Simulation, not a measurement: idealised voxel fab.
Process module under the name voxel plated lines
The width of the displayed cross-section, cut, is 270 nm; its cells are square, with a size of 5 nm.
Format of a cross-section: grid, square cells. Given as bands. Order: top down. Band: one or more rows of cells. Look at the band entry: it leads with the top's height and the bottom's height in nm. Then it lists the materials left to right, with a width in nm for each. The word "full width" on a single material says that material fills the band edge to edge. The word "empty" is empty space. Heads up on the height convention: 0 is the point under which the incoming wafer is all one material, and the lowest band has no bottom, it just keeps going down, like "0..down". Quick explanation for "30..40": the width changes in equal steps down the rows of cells, from the first number in the band's top row to the second number in its bottom row. "no alterations made", as given for a step, is the statement that not any cell of the cross-section underwent a change during that step. Empty spaces counting at least 8 cells and having no open way to the top are listed in "Enclosed void listing". The notation width x height at distance is used for each, the distance being from the left edge and all three values in nm. Heads up: the bit after the settings on a step's line is the simulator's remark on that step. overlay nm, on a step with a mask: how far to the right of its planned place the mask lay; to the left if negative.

Below is the list of planned process steps
1. RECEIVE with material Si
2. CONFORMAL_DEP with material SiO2, thk nm 10
3. DIRECTIONAL_DEP with material TiN, thk nm 5
4. PATTERN with tone open, mask id LINES, material resist, width nm 25, pitch nm 40, thk nm 20, overlay nm 0
5. EPI with material Ru, thk nm 5
6. STRIP with etch materials resist
7. DIRECTIONAL_ETCH with etch materials TiN, depth nm 5
8. CONFORMAL_DEP with material SiN, thk nm 5

As-received state of the wafer in cross-section, equivalent to post-step 1
* 0..down: Si full width
* Enclosed void listing: none

Cross-section: first of two wafers, module finished, run according to plan
* 25..20: empty 75 nm / SiN 35 nm / empty 5 nm / SiN 35 nm / empty 5 nm / SiN 35 nm / empty 80 nm
* 20..15: empty 75 nm / SiN 5 nm / Ru 25 nm / SiN 5 nm / empty 5 nm / SiN 5 nm / Ru 25 nm / SiN 5 nm / empty 5 nm / SiN 5 nm / Ru 25 nm / SiN 5 nm / empty 80 nm
* 15..10: SiN 80 nm / TiN 25 nm / SiN 15 nm / TiN 25 nm / SiN 15 nm / TiN 25 nm / SiN 85 nm
* 10..0: SiO2 full width
* 0..down: Si full width
* Enclosed void listing: none

Presented here is a cross-section of the second of the two wafers as it stood at the end of the module. It was started in the same manner and assigned the same plan as the first wafer; however, one mistake was made in its execution
* 20..15: empty 80 nm / Ru 25 nm / empty 15 nm / Ru 25 nm / empty 15 nm / Ru 25 nm / empty 85 nm
* 15..10: empty 80 nm / TiN 25 nm / empty 15 nm / TiN 25 nm / empty 15 nm / TiN 25 nm / empty 85 nm
* 10..0: SiO2 full width
* 0..down: Si full width
* Enclosed void listing: none
Short version of what went wrong: plan step 8: skipped, not run
Materials where the second wafer ends with more or fewer cells than the first: -66 SiN
